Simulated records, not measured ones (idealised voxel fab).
You're looking at the process module voxel self aligned vias.
The cross-section shown here is cut; it is 235 nm wide and divided into square cells measuring 5 nm on a side.
Reading order for cross-sections: top band down to bottom band. Underlying form: a grid of square cells. Band size: one or more rows of cells.
What a band's entry tells you: where the top is and where the bottom is, as heights in nm, and after that what lies inside, material by material from left to right, each with its width in nm. Empty space is written as the word "empty", and a single material marked with the word "all across" occupies the band from edge to edge.
Basically, 0 is our baseline, since under it the wafer straight out of the box is all one material. The bottom band has no lower end and keeps on going down, so it looks like "0 and below".
With a width like "30->40", each row of cells in the band differs from the next by the same amount, the top row carrying the first number and the bottom row the second.
"remained the same" -> step changed no cross-section cell.
"Sealed internal cavities" contains a list of empty spaces, each no smaller than 8 cells and without an open way to the top, written in the form width x height at distance with the distance from the left edge and all three in nm.
Text after the settings on a step's line: the simulator's own remark on that step.
overlay nm: on a step with a mask, how far right of its planned place the mask lay; negative means left.
## List of planned process steps
1 RECEIVE [material Si]
2 CONFORMAL_DEP [material SiO2] [thk nm 10]
3 CONFORMAL_DEP [material SiCN] [thk nm 5]
4 DIRECTIONAL_DEP [material lowk] [thk nm 30]
5 DIRECTIONAL_DEP [material aC] [thk nm 10]
6 PATTERN [tone open] [mask id LINES] [material resist] [width nm 20] [pitch nm 45] [thk nm 25] [overlay nm 0]
7 DIRECTIONAL_ETCH [etch materials aC] [depth nm 10]
8 STRIP [etch materials resist]
9 DIRECTIONAL_ETCH [etch materials lowk] [depth nm 30]
10 STRIP [etch materials aC]
11 CONFORMAL_DEP [material TiN] [thk nm 5]
12 FILL_DEP [material W] [thk nm 5]
13 CMP [height nm 45]
14 SELECTIVE_ETCH [etch materials W Ru TiN] [depth nm 10]
15 FILL_DEP [material SiN] [thk nm 10]
16 CMP [height nm 45]
17 DIRECTIONAL_DEP [material lowk] [thk nm 20]
18 MASKED_ETCH [tone open] [mask id VIAS] [width nm 30] [etch materials lowk] [depth nm 20] [overlay nm 0]
19 MASKED_ETCH [tone open] [mask id VIAS] [width nm 30] [etch materials SiN] [depth nm 10] [overlay nm 0]
20 CONFORMAL_DEP [material TiN] [thk nm 5]
21 FILL_DEP [material Cu] [thk nm 5]
22 CMP [height nm 65]
23 CONFORMAL_DEP [material SiCN] [thk nm 5]
## First of the two wafers, run per plan
## Wafer as received: cross-section following step 1
0 and below | Si all across
Sealed internal cavities: none
## Once step 2 is through, the wafer looks like this in cross-section
10 down to 0 | SiO2 all across
Beneath the level 0, the cross-section is identical to its previous state.
## Once step 3 is through, the wafer looks like this in cross-section
15 down to 10 | SiCN all across
Beneath the level 10, the cross-section is identical to its previous state.
## Once step 4 is through, the wafer looks like this in cross-section
45 down to 15 | lowk all across
Beneath the level 15, the cross-section is identical to its previous state.
## Once step 5 is through, the wafer looks like this in cross-section
55 down to 45 | aC all across
Beneath the level 45, the cross-section is identical to its previous state.
## Once step 6 is through, the wafer looks like this in cross-section
80 down to 55 | 85 nm resist; 20 nm empty; 25 nm resist; 20 nm empty; 85 nm resist
Beneath the level 55, the cross-section is identical to its previous state.
## Once step 7 is through, the wafer looks like this in cross-section
70 down to 55 | 85 nm resist; 20 nm empty; 25 nm resist; 20 nm empty; 85 nm resist
55 down to 45 | 85 nm aC; 20 nm empty; 25 nm aC; 20 nm empty; 85 nm aC
Beneath the level 45, the cross-section is identical to its previous state.
## Once step 8 is through, the wafer looks like this in cross-section
55 down to 45 | 85 nm aC; 20 nm empty; 25 nm aC; 20 nm empty; 85 nm aC
Beneath the level 45, the cross-section is identical to its previous state.
## Once step 9 is through, the wafer looks like this in cross-section
55 down to 45 | 85 nm aC; 20 nm empty; 25 nm aC; 20 nm empty; 85 nm aC
45 down to 15 | 85 nm lowk; 20 nm empty; 25 nm lowk; 20 nm empty; 85 nm lowk
Beneath the level 15, the cross-section is identical to its previous state.
## Once step 10 is through, the wafer looks like this in cross-section
45 down to 15 | 85 nm lowk; 20 nm empty; 25 nm lowk; 20 nm empty; 85 nm lowk
Beneath the level 15, the cross-section is identical to its previous state.
## Once step 11 is through, the wafer looks like this in cross-section
50 down to 45 | 90 nm TiN; 10 nm empty; 35 nm TiN; 10 nm empty; 90 nm TiN
45 down to 20 | 85 nm lowk; 5 nm TiN; 10 nm empty; 5 nm TiN; 25 nm lowk; 5 nm TiN; 10 nm empty; 5 nm TiN; 85 nm lowk
20 down to 15 | 85 nm lowk; 20 nm TiN; 25 nm lowk; 20 nm TiN; 85 nm lowk
Beneath the level 15, the cross-section is identical to its previous state.
## Once step 12 is through, the wafer looks like this in cross-section
55 down to 50 | W all across
50 down to 45 | 90 nm TiN; 10 nm W; 35 nm TiN; 10 nm W; 90 nm TiN
45 down to 20 | 85 nm lowk; 5 nm TiN; 10 nm W; 5 nm TiN; 25 nm lowk; 5 nm TiN; 10 nm W; 5 nm TiN; 85 nm lowk
Beneath the level 20, the cross-section is identical to its previous state.
## Once step 13 is through, the wafer looks like this in cross-section
45 down to 20 | 85 nm lowk; 5 nm TiN; 10 nm W; 5 nm TiN; 25 nm lowk; 5 nm TiN; 10 nm W; 5 nm TiN; 85 nm lowk
Beneath the level 20, the cross-section is identical to its previous state.
## Once step 14 is through, the wafer looks like this in cross-section
45 down to 35 | 85 nm lowk; 20 nm empty; 25 nm lowk; 20 nm empty; 85 nm lowk
Beneath the level 35, the cross-section is identical to its previous state.
## Once step 15 is through, the wafer looks like this in cross-section
55 down to 45 | SiN all across
45 down to 35 | 85 nm lowk; 20 nm SiN; 25 nm lowk; 20 nm SiN; 85 nm lowk
Beneath the level 35, the cross-section is identical to its previous state.
## Once step 16 is through, the wafer looks like this in cross-section
45 down to 35 | 85 nm lowk; 20 nm SiN; 25 nm lowk; 20 nm SiN; 85 nm lowk
Beneath the level 35, the cross-section is identical to its previous state.
## Once step 17 is through, the wafer looks like this in cross-section
65 down to 45 | lowk all across
Beneath the level 45, the cross-section is identical to its previous state.
## Once step 18 is through, the wafer looks like this in cross-section
65 down to 45 | 80 nm lowk; 30 nm empty; 125 nm lowk
Beneath the level 45, the cross-section is identical to its previous state.
## Once step 19 is through, the wafer looks like this in cross-section
65 down to 45 | 80 nm lowk; 30 nm empty; 125 nm lowk
45 down to 35 | 85 nm lowk; 20 nm empty; 25 nm lowk; 20 nm SiN; 85 nm lowk
Beneath the level 35, the cross-section is identical to its previous state.
## Once step 20 is through, the wafer looks like this in cross-section
70 down to 65 | 85 nm TiN; 20 nm empty; 130 nm TiN
65 down to 50 | 80 nm lowk; 5 nm TiN; 20 nm empty; 5 nm TiN; 125 nm lowk
50 down to 45 | 80 nm lowk; 10 nm TiN; 10 nm empty; 10 nm TiN; 125 nm lowk
45 down to 40 | 85 nm lowk; 5 nm TiN; 10 nm empty; 5 nm TiN; 25 nm lowk; 20 nm SiN; 85 nm lowk
40 down to 35 | 85 nm lowk; 20 nm TiN; 25 nm lowk; 20 nm SiN; 85 nm lowk
Beneath the level 35, the cross-section is identical to its previous state.
## Once step 21 is through, the wafer looks like this in cross-section
75 down to 70 | Cu all across
70 down to 65 | 85 nm TiN; 20 nm Cu; 130 nm TiN
65 down to 50 | 80 nm lowk; 5 nm TiN; 20 nm Cu; 5 nm TiN; 125 nm lowk
50 down to 45 | 80 nm lowk; 10 nm TiN; 10 nm Cu; 10 nm TiN; 125 nm lowk
45 down to 40 | 85 nm lowk; 5 nm TiN; 10 nm Cu; 5 nm TiN; 25 nm lowk; 20 nm SiN; 85 nm lowk
Beneath the level 40, the cross-section is identical to its previous state.
## Once step 22 is through, the wafer looks like this in cross-section
65 down to 50 | 80 nm lowk; 5 nm TiN; 20 nm Cu; 5 nm TiN; 125 nm lowk
Beneath the level 50, the cross-section is identical to its previous state.
## Once step 23 is through, the wafer looks like this in cross-section
70 down to 65 | SiCN all across
Beneath the level 65, the cross-section is identical to its previous state.
## Here the second wafer is described. Its start and its plan were those of the first wafer. Its run contained one mistake. Up to and including step 2, it did exactly what the first wafer did
The second wafer cut through, at the time step 3 was supposed to be finished: remained the same
## The second wafer cut through, at the time step 4 was supposed to be finished
40 down to 10 | lowk all across
Beneath the level 10, the cross-section is identical to its previous state.
## The second wafer cut through, at the time step 5 was supposed to be finished
50 down to 40 | aC all across
Beneath the level 40, the cross-section is identical to its previous state.
## The second wafer cut through, at the time step 6 was supposed to be finished
75 down to 50 | 85 nm resist; 20 nm empty; 25 nm resist; 20 nm empty; 85 nm resist
Beneath the level 50, the cross-section is identical to its previous state.
## The second wafer cut through, at the time step 7 was supposed to be finished
65 down to 50 | 85 nm resist; 20 nm empty; 25 nm resist; 20 nm empty; 85 nm resist
50 down to 40 | 85 nm aC; 20 nm empty; 25 nm aC; 20 nm empty; 85 nm aC
Beneath the level 40, the cross-section is identical to its previous state.
## The second wafer cut through, at the time step 8 was supposed to be finished
50 down to 40 | 85 nm aC; 20 nm empty; 25 nm aC; 20 nm empty; 85 nm aC
Beneath the level 40, the cross-section is identical to its previous state.
## The second wafer cut through, at the time step 9 was supposed to be finished
50 down to 40 | 85 nm aC; 20 nm empty; 25 nm aC; 20 nm empty; 85 nm aC
40 down to 10 | 85 nm lowk; 20 nm empty; 25 nm lowk; 20 nm empty; 85 nm lowk
Beneath the level 10, the cross-section is identical to its previous state.
## The second wafer cut through, at the time step 10 was supposed to be finished
40 down to 10 | 85 nm lowk; 20 nm empty; 25 nm lowk; 20 nm empty; 85 nm lowk
Beneath the level 10, the cross-section is identical to its previous state.
## The second wafer cut through, at the time step 11 was supposed to be finished
45 down to 40 | 90 nm TiN; 10 nm empty; 35 nm TiN; 10 nm empty; 90 nm TiN
40 down to 15 | 85 nm lowk; 5 nm TiN; 10 nm empty; 5 nm TiN; 25 nm lowk; 5 nm TiN; 10 nm empty; 5 nm TiN; 85 nm lowk
15 down to 10 | 85 nm lowk; 20 nm TiN; 25 nm lowk; 20 nm TiN; 85 nm lowk
Beneath the level 10, the cross-section is identical to its previous state.
## The second wafer cut through, at the time step 12 was supposed to be finished
50 down to 45 | W all across
45 down to 40 | 90 nm TiN; 10 nm W; 35 nm TiN; 10 nm W; 90 nm TiN
40 down to 15 | 85 nm lowk; 5 nm TiN; 10 nm W; 5 nm TiN; 25 nm lowk; 5 nm TiN; 10 nm W; 5 nm TiN; 85 nm lowk
Beneath the level 15, the cross-section is identical to its previous state.
## The second wafer cut through, at the time step 13 was supposed to be finished
45 down to 40 | 90 nm TiN; 10 nm W; 35 nm TiN; 10 nm W; 90 nm TiN
Beneath the level 40, the cross-section is identical to its previous state.
## The second wafer cut through, at the time step 14 was supposed to be finished
40 down to 35 | 85 nm lowk; 20 nm empty; 25 nm lowk; 20 nm empty; 85 nm lowk
Beneath the level 35, the cross-section is identical to its previous state.
## The second wafer cut through, at the time step 15 was supposed to be finished
50 down to 40 | SiN all across
40 down to 35 | 85 nm lowk; 20 nm SiN; 25 nm lowk; 20 nm SiN; 85 nm lowk
Beneath the level 35, the cross-section is identical to its previous state.
## The second wafer cut through, at the time step 16 was supposed to be finished
45 down to 40 | SiN all across
Beneath the level 40, the cross-section is identical to its previous state.
## The second wafer cut through, at the time step 17 was supposed to be finished
65 down to 45 | lowk all across
Beneath the level 45, the cross-section is identical to its previous state.
## The second wafer cut through, at the time step 18 was supposed to be finished
65 down to 45 | 80 nm lowk; 30 nm empty; 125 nm lowk
Beneath the level 45, the cross-section is identical to its previous state.
## The second wafer cut through, at the time step 19 was supposed to be finished
65 down to 45 | 80 nm lowk; 30 nm empty; 125 nm lowk
45 down to 40 | 80 nm SiN; 30 nm empty; 125 nm SiN
40 down to 35 | 85 nm lowk; 20 nm empty; 25 nm lowk; 20 nm SiN; 85 nm lowk
Beneath the level 35, the cross-section is identical to its previous state.
## The second wafer cut through, at the time step 20 was supposed to be finished
70 down to 65 | 85 nm TiN; 20 nm empty; 130 nm TiN
65 down to 45 | 80 nm lowk; 5 nm TiN; 20 nm empty; 5 nm TiN; 125 nm lowk
45 down to 40 | 80 nm SiN; 10 nm TiN; 10 nm empty; 10 nm TiN; 125 nm SiN
40 down to 35 | 85 nm lowk; 20 nm TiN; 25 nm lowk; 20 nm SiN; 85 nm lowk
Beneath the level 35, the cross-section is identical to its previous state.
## The second wafer cut through, at the time step 21 was supposed to be finished
75 down to 70 | Cu all across
70 down to 65 | 85 nm TiN; 20 nm Cu; 130 nm TiN
65 down to 45 | 80 nm lowk; 5 nm TiN; 20 nm Cu; 5 nm TiN; 125 nm lowk
45 down to 40 | 80 nm SiN; 10 nm TiN; 10 nm Cu; 10 nm TiN; 125 nm SiN
Beneath the level 40, the cross-section is identical to its previous state.
## The second wafer cut through, at the time step 22 was supposed to be finished
65 down to 45 | 80 nm lowk; 5 nm TiN; 20 nm Cu; 5 nm TiN; 125 nm lowk
Beneath the level 45, the cross-section is identical to its previous state.
## The second wafer cut through, at the time step 23 was supposed to be finished
70 down to 65 | SiCN all across
Beneath the level 65, the cross-section is identical to its previous state.
Heads up, the wafer didn't run the way we planned it: with respect to the plan, step 3 was omitted and not executed
Materials where the second wafer ends with more or fewer cells than the first: +2 Cu, -47 SiCN, +37 SiN, +4 TiN, +4 W
